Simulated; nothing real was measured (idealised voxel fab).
Title: Process Module voxel capacitor over wiring
For reference, the cross-section in this document is cut, with width 295 nm and square cells of 5 nm.
Just so we're on the same page, the cross-sections are grids of square cells, and they're listed out in bands top to bottom, each band one or more rows deep. Within each band entry, the heights of the top and of the bottom of the band appear first, in that order and in nm; the materials of the band then follow from left to right, each with its corresponding width in nm. The designation "throughout" on a single material indicates that it fills the band from edge to edge; the designation "empty" indicates empty space. Basically, 0 is our baseline, since under it the wafer straight out of the box is all one material. The bottom band has no lower end and keeps on going down, so it looks like "top 0, no bottom". A width given as "30->40" starts at the first number in the band's top row and ends at the second number in its bottom row, shifting by an equal amount at every step from row to row. Key: "all unchanged" - step with no changed cell in the cross-section. "Enclosed internal cavities" - sealed voids, min. 8 cells, no opening to top; format: width x height at distance (distance from left edge; nm throughout). Past the settings on a step's line: simulator remark, on that step. overlay nm: right-of-plan distance of the mask on a masked step; negative values mean left-of-plan.
Intended process steps:
| 1 | op RECEIVE | material Si |
| 2 | op CONFORMAL_DEP | material SiO2 | thk nm 10 |
| 3 | op DIRECTIONAL_DEP | material TiN | thk nm 5 |
| 4 | op DIRECTIONAL_DEP | material W | thk nm 20 |
| 5 | op MASKED_ETCH | tone cover | mask id METAL_1 | width nm 30 | pitch nm 100 | etch materials W | depth nm 20 | overlay nm 0 |
| 6 | op MASKED_ETCH | tone cover | mask id METAL_1 | width nm 30 | pitch nm 100 | etch materials TiN | depth nm 5 | overlay nm 0 |
| 7 | op FILL_DEP | material SiO2 | thk nm 5 |
| 8 | op CMP | height nm 35 |
| 9 | op CONFORMAL_DEP | material SiCN | thk nm 5 |
| 10 | op DIRECTIONAL_DEP | material lowk | thk nm 20 |
| 11 | op MASKED_ETCH | tone open | mask id PLUG_1 | width nm 15 | etch materials lowk | depth nm 20 | overlay nm 0 |
| 12 | op MASKED_ETCH | tone open | mask id PLUG_1 | width nm 15 | etch materials SiCN | depth nm 5 | overlay nm 0 |
| 13 | op EPI | material Ru | thk nm 10 |
| 14 | op EPI | material Ru | thk nm 10 |
| 15 | op EPI | material Ru | thk nm 5 |
| 16 | op DIRECTIONAL_DEP | material TiN | thk nm 5 |
| 17 | op DIRECTIONAL_DEP | material Al2O3 | thk nm 5 |
| 18 | op DIRECTIONAL_DEP | material TiN | thk nm 5 |
| 19 | op DIRECTIONAL_DEP | material aC | thk nm 15 |
| 20 | op PATTERN | tone cover | mask id UPPER_PLATE | material resist | width nm 75 | thk nm 30 | overlay nm 0 |
| 21 | op DIRECTIONAL_ETCH | etch materials aC | depth nm 15 |
| 22 | op STRIP | etch materials resist |
| 23 | op DIRECTIONAL_ETCH | etch materials TiN | depth nm 5 |
| 24 | op DIRECTIONAL_ETCH | etch materials Al2O3 | depth nm 5 |
| 25 | op STRIP | etch materials aC |
| 26 | op DIRECTIONAL_DEP | material aC | thk nm 10 |
| 27 | op PATTERN | tone cover | mask id LOWER_PLATE | material resist | width nm 85 | thk nm 30 | overlay nm 0 |
| 28 | op DIRECTIONAL_ETCH | etch materials aC | depth nm 10 |
| 29 | op STRIP | etch materials resist |
| 30 | op DIRECTIONAL_ETCH | etch materials TiN | depth nm 5 |
| 31 | op STRIP | etch materials aC |
| 32 | op FILL_DEP | material SiO2 | thk nm 20 |
| 33 | op CMP | height nm 90 |
| 34 | op PATTERN | tone open | mask id PLUG_2 | material resist | width nm 15 | thk nm 15 | overlay nm 0 |
| 35 | op DIRECTIONAL_ETCH | etch materials SiO2 | depth nm 15 |
| 36 | op STRIP | etch materials resist |
| 37 | op CONFORMAL_DEP | material TiN | thk nm 5 |
| 38 | op FILL_DEP | material Ru | thk nm 10 |
| 39 | op CMP | height nm 90 |
| 40 | op CONFORMAL_DEP | material SiCN | thk nm 5 |
Cross-section, incoming material, after step 1:
  top 0, no bottom  Si throughout
  Enclosed internal cavities: none
Cross-section: first of two wafers, module finished, run according to plan:
  top 95, bottom 90  SiCN throughout
  top 90, bottom 80  SiO2 105, then TiN 5, then Ru 5, then TiN 5, then SiO2 175
  top 80, bottom 70  SiO2 105->95, then TiN 15->75, then SiO2 175->125
  top 70, bottom 65  SiO2 95, then Al2O3 75, then SiO2 125
  top 65, bottom 60  SiO2 90, then TiN 85, then SiO2 120
  top 60, bottom 40  lowk 95, then Ru 15, then lowk 185
  top 40, bottom 35  SiCN 95, then Ru 15, then SiCN 185
  top 35, bottom 15  SiO2 80, then W 30, then SiO2 70, then W 30, then SiO2 85
  top 15, bottom 10  SiO2 80, then TiN 30, then SiO2 70, then TiN 30, then SiO2 85
  top 10, bottom 0  SiO2 throughout
  top 0, no bottom  Si throughout
  Enclosed internal cavities: none
Cross-section, wafer two of two, end of module: same start and plan as wafer one, one error in execution:
  top 95, bottom 90  SiCN throughout
  top 90, bottom 80  SiO2 105->95, then TiN 15->25, then SiO2 175
  top 80, bottom 75  SiO2 95, then Al2O3 25, then SiO2 175
  top 75, bottom 70  SiO2 90, then TiN 80, then SiO2 125
  top 70, bottom 65  SiO2 85, then Ru 35, then Al2O3 50, then SiO2 125
  top 65, bottom 60  SiO2 85, then Ru 35, then TiN 55, then SiO2 120
  top 60, bottom 40  lowk 95, then Ru 15, then lowk 185
  top 40, bottom 35  SiCN 95, then Ru 15, then SiCN 185
  top 35, bottom 15  SiO2 80, then W 30, then SiO2 70, then W 30, then SiO2 85
  top 15, bottom 10  SiO2 80, then TiN 30, then SiO2 70, then TiN 30, then SiO2 85
  top 10, bottom 0  SiO2 throughout
  top 0, no bottom  Si throughout
  Enclosed internal cavities: none
Finding, execution versus plan: twice-run step: one of the identical 13 and 14, not identifiable
Looking at both finished wafers in cells, the second ends up ahead of or behind the first on some materials: Ru: 12 more | SiO2: 8 fewer | TiN: 4 fewer
